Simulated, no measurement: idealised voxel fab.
Process module under the name voxel double patterning
Section shown: cut. Width: 210 nm. Cell size: 5 nm, square.
If you're reading a cross-section in this doc, picture square cells in a grid; it comes to you as bands, top ones listed first down to the bottom, and a band can be one or more rows of cells. For a band, the entry starts with two heights in nm, that of the top and then that of the bottom, and carries on with the band's materials in order from left to right, each alongside its width in nm; the word "everywhere" beside a single material means it fills the band edge to edge, and "air" means empty space. Height is counted from the level 0, under which the received wafer is composed throughout of one material. The lowest of the bands is not closed at the bottom but continues downward, in the notation "0..down". The notation "30->40" denotes a width that varies across the rows of cells in the band, beginning at the first number in the top row, finishing at the second number in the bottom row, and changing by an identical amount from each row to the next. Basically "nothing altered" means that step didn't change any cell in the cross-section. What "Encapsulated voids" gives you is every empty space of 8 cells or more that is cut off from the top. Each appears as width x height at distance, with the distance taken from the left edge and width, height and distance all in nm. Post-settings text on a step line: simulator's own remark regarding the step. The setting "overlay nm" may be written on the line of a step. When the step uses a mask, the value reports how far to the right of the planned place the mask lay, and a negative value reports that it lay to the left.
### Steps in the process plan
1: RECEIVE, material Si
2: CONFORMAL_DEP, material SiO2, thk nm 10
3: DIRECTIONAL_DEP, material polySi, thk nm 10
4: DIRECTIONAL_DEP, material SiN, thk nm 10
5: DIRECTIONAL_DEP, material aC, thk nm 10
6: PATTERN, tone open, mask id FIRST, material resist, width nm 15, pitch nm 50, thk nm 25, overlay nm 0
7: DIRECTIONAL_ETCH, etch materials aC, depth nm 10
8: STRIP, etch materials resist
9: DIRECTIONAL_ETCH, etch materials SiN, depth nm 10
10: STRIP, etch materials aC
11: MASKED_ETCH, tone open, mask id SECOND, width nm 15, pitch nm 50, etch materials SiN, depth nm 10, overlay nm 0
12: DIRECTIONAL_ETCH, etch materials polySi, depth nm 10
13: STRIP, etch materials SiN
The width nm used in step 11 is not the same on every wafer, whereas the starting condition is; the value printed in the plan is the first wafer's.
### The as-received cross-section of the first of several wafers corresponds to the state after step 1
  0..down  Si everywhere
  Encapsulated voids: none
### Below, a row for every wafer. Read it as the end-of-module picture: for each material the wafer shows its cells gained (+) or lost (-) since it was received, and then its closed voids
width nm 15, +84 SiO2, +54 polySi, Encapsulated voids: none
width nm 20, +84 SiO2, +50 polySi, Encapsulated voids: none
width nm 25, +84 SiO2, +46 polySi, Encapsulated voids: none
width nm 30, +84 SiO2, +42 polySi, Encapsulated voids: none
